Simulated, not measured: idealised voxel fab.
process module | voxel transistor to metal
cross-section cut | 185 nm wide | cells 5 nm
A cross-section is a grid of square cells, given in bands from the top down. A band is one or more rows of cells.
Each band's line starts with the height of the band's top and of its bottom, in nm. Then come its materials from left to right, each with its width in nm. One material with "throughout" fills the band from edge to edge. "air" is empty space.
Height 0 is the level under which the wafer as received is all one material. The lowest band goes on downwards, as in "0 down".
A width such as "30 to 40" changes by the same amount from each row of cells to the next, from the band's top row to its bottom row.
"no change" after a step means that no cell of the cross-section changed.
closed voids: empty space of 8 cells or more with no open way to the top, each as width x height at its distance from the left edge, in nm
after a step's settings: what the simulator itself notes on the step
overlay nm, on a step with a mask: how far to the right of its planned place the mask lay; to the left if negative
plan
1 op RECEIVE | material Si
2 op OXIDIZE | depth nm 5
3 op CONFORMAL_DEP | material SiN | thk nm 15
4 op PATTERN | tone cover | mask id ACTIVE | material resist | width nm 115 | thk nm 15 | overlay nm 0
5 op DIRECTIONAL_ETCH | etch materials SiN | depth nm 15
6 op DIRECTIONAL_ETCH | etch materials SiO2 | depth nm 5
7 op DIRECTIONAL_ETCH | etch materials Si | depth nm 30
8 op STRIP | etch materials resist
9 op OXIDIZE | depth nm 5
10 op FILL_DEP | material SiO2 | thk nm 10
11 op CMP | height nm 15
12 op SELECTIVE_ETCH | etch materials SiO2 | depth nm 10
13 op STRIP | etch materials SiN
14 op SELECTIVE_ETCH | etch materials SiO2 | depth nm 5
15 op OXIDIZE | depth nm 5
16 op DIRECTIONAL_DEP | material polySi | thk nm 30
17 op DIRECTIONAL_DEP | material SiCN | thk nm 15
18 op PATTERN | tone cover | mask id GATE | material resist | width nm 35 | thk nm 20 | overlay nm 0
19 op DIRECTIONAL_ETCH | etch materials SiCN | depth nm 25
20 op DIRECTIONAL_ETCH | etch materials polySi | depth nm 40
21 op STRIP | etch materials resist
22 op CONFORMAL_DEP | material SiN | thk nm 5
23 op DIRECTIONAL_ETCH | etch materials SiN | depth nm 5
24 op DIRECTIONAL_ETCH | etch materials SiO2 | depth nm 5
25 op DIRECTIONAL_ETCH | etch materials Si | depth nm 10
26 op EPI | material pSi | thk nm 15
27 op FILL_DEP | material SiO2 | thk nm 5
28 op CMP | height nm 25
29 op STRIP | etch materials polySi
30 op SELECTIVE_ETCH | etch materials SiO2 | depth nm 5
31 op CONFORMAL_DEP | material HfO2 | thk nm 5
32 op CONFORMAL_DEP | material TiN | thk nm 5
33 op FILL_DEP | material W | thk nm 10
34 op CMP | height nm 20
35 op DIRECTIONAL_DEP | material SiO2 | thk nm 10
36 op PATTERN | tone open | mask id CONTACT | material resist | width nm 15 | pitch nm 90 | thk nm 15 | overlay nm 0
37 op DIRECTIONAL_ETCH | etch materials SiO2 | depth nm 35
38 op STRIP | etch materials resist
39 op CONFORMAL_DEP | material TiN | thk nm 5
40 op FILL_DEP | material W | thk nm 10
41 op CMP | height nm 30
42 op CONFORMAL_DEP | material SiCN | thk nm 5
43 op DIRECTIONAL_DEP | material lowk | thk nm 25
44 op PATTERN | tone open | mask id METAL_1 | material resist | width nm 15 | pitch nm 90 | thk nm 15 | overlay nm 0
45 op DIRECTIONAL_ETCH | etch materials lowk | depth nm 25
46 op DIRECTIONAL_ETCH | etch materials SiCN | depth nm 5
47 op STRIP | etch materials resist
48 op CONFORMAL_DEP | material TiN | thk nm 5
49 op FILL_DEP | material Cu | thk nm 10
50 op CMP | height nm 60
51 op EPI | material Ru | thk nm 5
52 op FILL_DEP | material SiCN | thk nm 5
53 op DIRECTIONAL_DEP | material lowk | thk nm 30
54 op MASKED_ETCH | tone open | mask id METAL_2 | width nm 15 | pitch nm 90 | etch materials lowk | depth nm 20 | overlay nm 0
55 op PATTERN | tone open | mask id METAL_2_HOLES | material resist | width nm 15 | pitch nm 90 | thk nm 20 | overlay nm 0
56 op DIRECTIONAL_ETCH | etch materials lowk | depth nm 10
57 op DIRECTIONAL_ETCH | etch materials SiCN | depth nm 5
58 op STRIP | etch materials resist
59 op CONFORMAL_DEP | material TiN | thk nm 5
60 op FILL_DEP | material Cu | thk nm 5
61 op CMP | height nm 100
62 op CONFORMAL_DEP | material SiCN | thk nm 5
as received, after step 1
  0 down: Si throughout
  closed voids: none
a wafer at the end: this start, this plan, one mistake
  105 to 100: SiCN throughout
  100 to 70: lowk 40 | TiN 5 | Cu 5 | TiN 5 | lowk 75 | TiN 5 | Cu 5 | TiN 5 | lowk 40
  70 to 65: SiCN 40 | TiN 15 | SiCN 75 | TiN 15 | SiCN 40
  65 to 60: SiCN 35 | Ru 25 | SiCN 65 | Ru 25 | SiCN 35
  60 to 35: lowk 40 | TiN 5 | Cu 5 | TiN 5 | lowk 75 | TiN 5 | Cu 5 | TiN 5 | lowk 40
  35 to 30: SiCN 40 | TiN 15 | SiCN 75 | TiN 15 | SiCN 40
  30 to 20: SiO2 40 | TiN 5 | W 5 | TiN 5 | SiO2 75 | TiN 5 | W 5 | TiN 5 | SiO2 40
  20 to 5: SiO2 40 | TiN 5 | W 5 | TiN 5 | SiO2 15 | SiN 5 | HfO2 5 | SiO2 5 | W 15 | SiO2 5 | HfO2 5 | SiN 5 | SiO2 15 | TiN 5 | W 5 | TiN 5 | SiO2 40
  5 to 0: SiO2 40 | TiN 5 | W 5 | TiN 5 | pSi 15 | SiN 5 | HfO2 5 | SiO2 5 | W 15 | SiO2 5 | HfO2 5 | SiN 5 | pSi 15 | TiN 5 | W 5 | TiN 5 | SiO2 40
  0 to -5: SiO2 30 | SiN 5 | SiO2 5 | TiN 15 | pSi 15 | SiN 5 | HfO2 5 | SiO2 25 | HfO2 5 | SiN 5 | pSi 15 | TiN 15 | SiO2 5 | SiN 5 | SiO2 30
  -5 to -10: SiO2 35 | pSi 35 | HfO2 45 | pSi 35 | SiO2 35
  -10 to -20: SiO2 40 | pSi 30 | Si 45 | pSi 30 | SiO2 40
  -20 to -40: SiO2 40 | Si 105 | SiO2 40
  -40 down: Si throughout
  closed voids: none
what went wrong: step 32 ran as: op CONFORMAL_DEP | material SiO2 | thk nm 5
